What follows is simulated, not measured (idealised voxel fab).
Title: Process Module voxel gate over fins
The figure presents cross-section cut, which has a width of 235 nm and is divided into square cells with an edge length of 5 nm.
Square cells in a grid make up a cross-section in this document, and the grid is given as bands, listed from the top down, each one or more rows of cells. Top height, bottom height, nm. Materials left to right, width each, nm. Single material + "all across" = fills band edge to edge. "air" = empty. Note: height 0 marks the level under which the wafer is uniformly one material as received. Lowest band unbounded below, written "from 0 down". The expression "30..40" gives the width at the extremes of the band, the first number at its top row of cells and the second at its bottom row, with the width changing by equal amounts from each row to the next in between. Basically "no change occurred" means that step didn't change any cell in the cross-section. This entry, "Enclosed empty spaces", enumerates those empty regions of no fewer than 8 cells that possess no open connection to the top. Each region is reported in the form width x height at distance, the distance being taken from the left edge, with all three quantities expressed in nm. Formally, on a step line, whatever follows the settings is a remark that the simulator itself makes on the step. overlay nm: for a step with a mask, the amount by which the mask lay right of where it was planned; a negative amount means left of it.
-- So here's the lineup of process steps we planned
step 1: RECEIVE: material Si
step 2: CONFORMAL_DEP: material SiN, thk nm 10
step 3: DIRECTIONAL_DEP: material aC, thk nm 15
step 4: PATTERN: tone cover, mask id FINS, material resist, width nm 15, pitch nm 50, thk nm 30, overlay nm 0
step 5: DIRECTIONAL_ETCH: etch materials aC, depth nm 15
step 6: STRIP: etch materials resist
step 7: DIRECTIONAL_ETCH: etch materials SiN, depth nm 10
step 8: DIRECTIONAL_ETCH: etch materials Si, depth nm 30
step 9: STRIP: etch materials aC
step 10: FILL_DEP: material SiO2, thk nm 5
step 11: CMP: height nm 10
step 12: DIRECTIONAL_DEP: material aC, thk nm 15
step 13: PATTERN: tone open, mask id RAIL, material resist, width nm 15, thk nm 30, overlay nm 0
step 14: DIRECTIONAL_ETCH: etch materials aC, depth nm 15
step 15: STRIP: etch materials resist
step 16: DIRECTIONAL_ETCH: etch materials SiO2, depth nm 35
step 17: STRIP: etch materials aC
step 18: CONFORMAL_DEP: material TiN, thk nm 5
step 19: FILL_DEP: material W, thk nm 10
step 20: CMP: height nm 10
step 21: SELECTIVE_ETCH: etch materials W Ru TiN, depth nm 25
step 22: FILL_DEP: material SiO2, thk nm 5
step 23: CMP: height nm 10
step 24: SELECTIVE_ETCH: etch materials SiO2, depth nm 20
step 25: STRIP: etch materials SiN
step 26: CONFORMAL_DEP: material HfO2, thk nm 5
step 27: CONFORMAL_DEP: material TiN, thk nm 5
step 28: FILL_DEP: material W, thk nm 10
step 29: CMP: height nm 15
step 30: CONFORMAL_DEP: material SiCN, thk nm 10
-- What follows covers the first of two wafers; it ran as planned
-- Wafer at receipt (post step 1), cross-section
	from 0 down | Si all across
	Enclosed empty spaces: none
-- After step 2, in cross-section
	from 10 to 0 | SiN all across
	Below a height of 0, the structure has not been altered.
-- After step 3, in cross-section
	from 25 to 10 | aC all across
	Below a height of 10, the structure has not been altered.
-- After step 4, in cross-section
	from 55 to 25 | air: 60  resist: 15  air: 35  resist: 15  air: 35  resist: 15  air: 60
	Below a height of 25, the structure has not been altered.
-- After step 5, in cross-section
	from 40 to 25 | air: 60  resist: 15  air: 35  resist: 15  air: 35  resist: 15  air: 60
	from 25 to 10 | air: 60  aC: 15  air: 35  aC: 15  air: 35  aC: 15  air: 60
	Below a height of 10, the structure has not been altered.
-- After step 6, in cross-section
	from 25 to 10 | air: 60  aC: 15  air: 35  aC: 15  air: 35  aC: 15  air: 60
	Below a height of 10, the structure has not been altered.
-- After step 7, in cross-section
	from 25 to 10 | air: 60  aC: 15  air: 35  aC: 15  air: 35  aC: 15  air: 60
	from 10 to 0 | air: 60  SiN: 15  air: 35  SiN: 15  air: 35  SiN: 15  air: 60
	Below a height of 0, the structure has not been altered.
-- After step 8, in cross-section
	from 25 to 10 | air: 60  aC: 15  air: 35  aC: 15  air: 35  aC: 15  air: 60
	from 10 to 0 | air: 60  SiN: 15  air: 35  SiN: 15  air: 35  SiN: 15  air: 60
	from 0 to -30 | air: 60  Si: 15  air: 35  Si: 15  air: 35  Si: 15  air: 60
	Below a height of -30, the structure has not been altered.
-- After step 9, in cross-section
	from 10 to 0 | air: 60  SiN: 15  air: 35  SiN: 15  air: 35  SiN: 15  air: 60
	Below a height of 0, the structure has not been altered.
-- After step 10, in cross-section
	from 15 to 10 | SiO2 all across
	from 10 to 0 | SiO2: 60  SiN: 15  SiO2: 35  SiN: 15  SiO2: 35  SiN: 15  SiO2: 60
	from 0 to -30 | SiO2: 60  Si: 15  SiO2: 35  Si: 15  SiO2: 35  Si: 15  SiO2: 60
	Below a height of -30, the structure has not been altered.
-- After step 11, in cross-section
	from 10 to 0 | SiO2: 60  SiN: 15  SiO2: 35  SiN: 15  SiO2: 35  SiN: 15  SiO2: 60
	Below a height of 0, the structure has not been altered.
-- After step 12, in cross-section
	from 25 to 10 | aC all across
	Below a height of 10, the structure has not been altered.
-- After step 13, in cross-section
	from 55 to 25 | resist: 85  air: 15  resist: 135
	Below a height of 25, the structure has not been altered.
-- After step 14, in cross-section
	from 40 to 25 | resist: 85  air: 15  resist: 135
	from 25 to 10 | aC: 85  air: 15  aC: 135
	Below a height of 10, the structure has not been altered.
-- After step 15, in cross-section
	from 25 to 10 | aC: 85  air: 15  aC: 135
	Below a height of 10, the structure has not been altered.
-- After step 16, in cross-section
	from 25 to 10 | aC: 85  air: 15  aC: 135
	from 10 to 0 | SiO2: 60  SiN: 15  SiO2: 10  air: 15  SiO2: 10  SiN: 15  SiO2: 35  SiN: 15  SiO2: 60
	from 0 to -25 | SiO2: 60  Si: 15  SiO2: 10  air: 15  SiO2: 10  Si: 15  SiO2: 35  Si: 15  SiO2: 60
	Below a height of -25, the structure has not been altered.
-- After step 17, in cross-section
	from 10 to 0 | SiO2: 60  SiN: 15  SiO2: 10  air: 15  SiO2: 10  SiN: 15  SiO2: 35  SiN: 15  SiO2: 60
	Below a height of 0, the structure has not been altered.
-- After step 18, in cross-section
	from 15 to 10 | TiN: 90  air: 5  TiN: 140
	from 10 to 0 | SiO2: 60  SiN: 15  SiO2: 10  TiN: 5  air: 5  TiN: 5  SiO2: 10  SiN: 15  SiO2: 35  SiN: 15  SiO2: 60
	from 0 to -20 | SiO2: 60  Si: 15  SiO2: 10  TiN: 5  air: 5  TiN: 5  SiO2: 10  Si: 15  SiO2: 35  Si: 15  SiO2: 60
	from -20 to -25 | SiO2: 60  Si: 15  SiO2: 10  TiN: 15  SiO2: 10  Si: 15  SiO2: 35  Si: 15  SiO2: 60
	Below a height of -25, the structure has not been altered.
-- After step 19, in cross-section
	from 25 to 15 | W all across
	from 15 to 10 | TiN: 90  W: 5  TiN: 140
	from 10 to 0 | SiO2: 60  SiN: 15  SiO2: 10  TiN: 5  W: 5  TiN: 5  SiO2: 10  SiN: 15  SiO2: 35  SiN: 15  SiO2: 60
	from 0 to -20 | SiO2: 60  Si: 15  SiO2: 10  TiN: 5  W: 5  TiN: 5  SiO2: 10  Si: 15  SiO2: 35  Si: 15  SiO2: 60
	Below a height of -20, the structure has not been altered.
-- After step 20, in cross-section
	from 10 to 0 | SiO2: 60  SiN: 15  SiO2: 10  TiN: 5  W: 5  TiN: 5  SiO2: 10  SiN: 15  SiO2: 35  SiN: 15  SiO2: 60
	Below a height of 0, the structure has not been altered.
-- After step 21, in cross-section
	from 10 to 0 | SiO2: 60  SiN: 15  SiO2: 10  air: 15  SiO2: 10  SiN: 15  SiO2: 35  SiN: 15  SiO2: 60
	from 0 to -15 | SiO2: 60  Si: 15  SiO2: 10  air: 15  SiO2: 10  Si: 15  SiO2: 35  Si: 15  SiO2: 60
	Below a height of -15, the structure has not been altered.
-- After step 22, in cross-section
	from 15 to 10 | SiO2 all across
	from 10 to 0 | SiO2: 60  SiN: 15  SiO2: 35  SiN: 15  SiO2: 35  SiN: 15  SiO2: 60
	from 0 to -15 | SiO2: 60  Si: 15  SiO2: 35  Si: 15  SiO2: 35  Si: 15  SiO2: 60
	Below a height of -15, the structure has not been altered.
-- After step 23, in cross-section
	from 10 to 0 | SiO2: 60  SiN: 15  SiO2: 35  SiN: 15  SiO2: 35  SiN: 15  SiO2: 60
	Below a height of 0, the structure has not been altered.
-- After step 24, in cross-section
	from 10 to 0 | air: 60  SiN: 15  air: 35  SiN: 15  air: 35  SiN: 15  air: 60
	from 0 to -10 | air: 60  Si: 15  air: 35  Si: 15  air: 35  Si: 15  air: 60
	Below a height of -10, the structure has not been altered.
-- After step 25, in cross-section
	from 0 to -10 | air: 60  Si: 15  air: 35  Si: 15  air: 35  Si: 15  air: 60
	Below a height of -10, the structure has not been altered.
-- After step 26, in cross-section
	from 5 to 0 | air: 55  HfO2: 25  air: 25  HfO2: 25  air: 25  HfO2: 25  air: 55
	from 0 to -5 | air: 55  HfO2: 5  Si: 15  HfO2: 5  air: 25  HfO2: 5  Si: 15  HfO2: 5  air: 25  HfO2: 5  Si: 15  HfO2: 5  air: 55
	from -5 to -10 | HfO2: 60  Si: 15  HfO2: 35  Si: 15  HfO2: 35  Si: 15  HfO2: 60
	Below a height of -10, the structure has not been altered.
-- After step 27, in cross-section
	from 10 to 5 | air: 50  TiN: 35  air: 15  TiN: 35  air: 15  TiN: 35  air: 50
	from 5 to 0 | air: 50  TiN: 5  HfO2: 25  TiN: 5  air: 15  TiN: 5  HfO2: 25  TiN: 5  air: 15  TiN: 5  HfO2: 25  TiN: 5  air: 50
	from 0 to -5 | TiN: 55  HfO2: 5  Si: 15  HfO2: 5  TiN: 25  HfO2: 5  Si: 15  HfO2: 5  TiN: 25  HfO2: 5  Si: 15  HfO2: 5  TiN: 55
	Below a height of -5, the structure has not been altered.
-- After step 28, in cross-section
	from 20 to 10 | W all across
	from 10 to 5 | W: 50  TiN: 35  W: 15  TiN: 35  W: 15  TiN: 35  W: 50
	from 5 to 0 | W: 50  TiN: 5  HfO2: 25  TiN: 5  W: 15  TiN: 5  HfO2: 25  TiN: 5  W: 15  TiN: 5  HfO2: 25  TiN: 5  W: 50
	Below a height of 0, the structure has not been altered.
-- After step 29, in cross-section
	from 15 to 10 | W all across
	Below a height of 10, the structure has not been altered.
-- After step 30, in cross-section
	from 25 to 15 | SiCN all across
	Below a height of 15, the structure has not been altered.
-- Wafer two of two - same starting point, same process plan, one mistake in execution; matches wafer one up to and including step 25
-- At the planned end of step 26, the second wafer in cross-section
	from 5 to 0 | air: 55  TiN: 25  air: 25  TiN: 25  air: 25  TiN: 25  air: 55
	from 0 to -5 | air: 55  TiN: 5  Si: 15  TiN: 5  air: 25  TiN: 5  Si: 15  TiN: 5  air: 25  TiN: 5  Si: 15  TiN: 5  air: 55
	from -5 to -10 | TiN: 60  Si: 15  TiN: 35  Si: 15  TiN: 35  Si: 15  TiN: 60
	Below a height of -10, the structure has not been altered.
-- At the planned end of step 27, the second wafer in cross-section
	from 10 to 5 | air: 50  HfO2: 35  air: 15  HfO2: 35  air: 15  HfO2: 35  air: 50
	from 5 to 0 | air: 50  HfO2: 5  TiN: 25  HfO2: 5  air: 15  HfO2: 5  TiN: 25  HfO2: 5  air: 15  HfO2: 5  TiN: 25  HfO2: 5  air: 50
	from 0 to -5 | HfO2: 55  TiN: 5  Si: 15  TiN: 5  HfO2: 25  TiN: 5  Si: 15  TiN: 5  HfO2: 25  TiN: 5  Si: 15  TiN: 5  HfO2: 55
	Below a height of -5, the structure has not been altered.
-- At the planned end of step 28, the second wafer in cross-section
	from 20 to 10 | W all across
	from 10 to 5 | W: 50  HfO2: 35  W: 15  HfO2: 35  W: 15  HfO2: 35  W: 50
	from 5 to 0 | W: 50  HfO2: 5  TiN: 25  HfO2: 5  W: 15  HfO2: 5  TiN: 25  HfO2: 5  W: 15  HfO2: 5  TiN: 25  HfO2: 5  W: 50
	Below a height of 0, the structure has not been altered.
-- At the planned end of step 29, the second wafer in cross-section
	from 15 to 10 | W all across
	Below a height of 10, the structure has not been altered.
-- At the planned end of step 30, the second wafer in cross-section
	from 25 to 15 | SiCN all across
	Below a height of 15, the structure has not been altered.
Where did the run depart from the plan? swap of plan steps 26 and 27 during execution
When the process is done, the second wafer contains the same cell count of every material as the first wafer, but distributed over other locations.
